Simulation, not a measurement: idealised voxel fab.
This is a process module. Its name is voxel double patterning.
Section shown: cut. Width: 265 nm. Cell size: 5 nm, square.
Square cells in a grid make up a cross-section in this document, and the grid is given as bands, listed from the top down, each one or more rows of cells. What a band's entry tells you: where the top is and where the bottom is, as heights in nm, and after that what lies inside, material by material from left to right, each with its width in nm. Empty space is written as the word "blank", and a single material marked with the word "full width" occupies the band from edge to edge. Counting heights begins at 0, where everything beneath is, in the wafer as received, one material. The lowest band has no bottom; it goes on downwards, as "from 0 down" shows. Quick explanation for "30..40": the width changes in equal steps down the rows of cells, from the first number in the band's top row to the second number in its bottom row. Reading "nothing altered" for a step: not a cell of the cross-section changed in it. Closed empty spaces (no open way to the top) of 8 cells or more are what "Enclosed void list" lists, each as width x height at distance from the left edge, nm for all three. On a step's line, text after the settings is the simulator commenting on that step. You can add "overlay nm" to a step's line. For a step with a mask, it describes how far the mask lay to the right of its planned position, and a negative number describes a lay to the left.

[Listed below are the process steps as planned]
- 1: RECEIVE with material Si
- 2: CONFORMAL_DEP with material SiO2, thk nm 10
- 3: DIRECTIONAL_DEP with material polySi, thk nm 10
- 4: DIRECTIONAL_DEP with material SiCN, thk nm 5
- 5: DIRECTIONAL_DEP with material aC, thk nm 15
- 6: PATTERN with tone open, mask id FIRST, material resist, width nm 15, pitch nm 50, thk nm 30, overlay nm 0
- 7: DIRECTIONAL_ETCH with etch materials aC, depth nm 15
- 8: STRIP with etch materials resist
- 9: DIRECTIONAL_ETCH with etch materials SiCN, depth nm 5
- 10: STRIP with etch materials aC
- 11: PATTERN with tone open, mask id SECOND, material resist, width nm 15, thk nm 15, overlay nm 0
- 12: DIRECTIONAL_ETCH with etch materials SiCN, depth nm 5
- 13: STRIP with etch materials resist
- 14: DIRECTIONAL_ETCH with etch materials polySi, depth nm 10
- 15: STRIP with etch materials SiCN

[The cross-section here shows the wafer as received, i.e. in its state after step 1]
from 0 down  Si full width
Enclosed void list: none

[First of two wafers, end-of-module section, run followed plan]
from 20 to 10  polySi: 100 | blank: 15 | polySi: 10 | blank: 15 | polySi: 10 | blank: 15 | polySi: 100
from 10 to 0  SiO2 full width
from 0 down  Si full width
Enclosed void list: none

[Cross-sectional image of the second wafer of the two following completion of the module. Starting state and process plan were the same as for the first wafer; one execution error occurred]
from 20 to 10  SiO2 full width
from 10 to 0  polySi full width
from 0 down  Si full width
Enclosed void list: none
Here's what went sideways: steps 2 and 3 got flipped, so each one ran where the other should have
Final tally in cells, some materials are higher or lower on the second wafer than on the first: polySi: 18 more
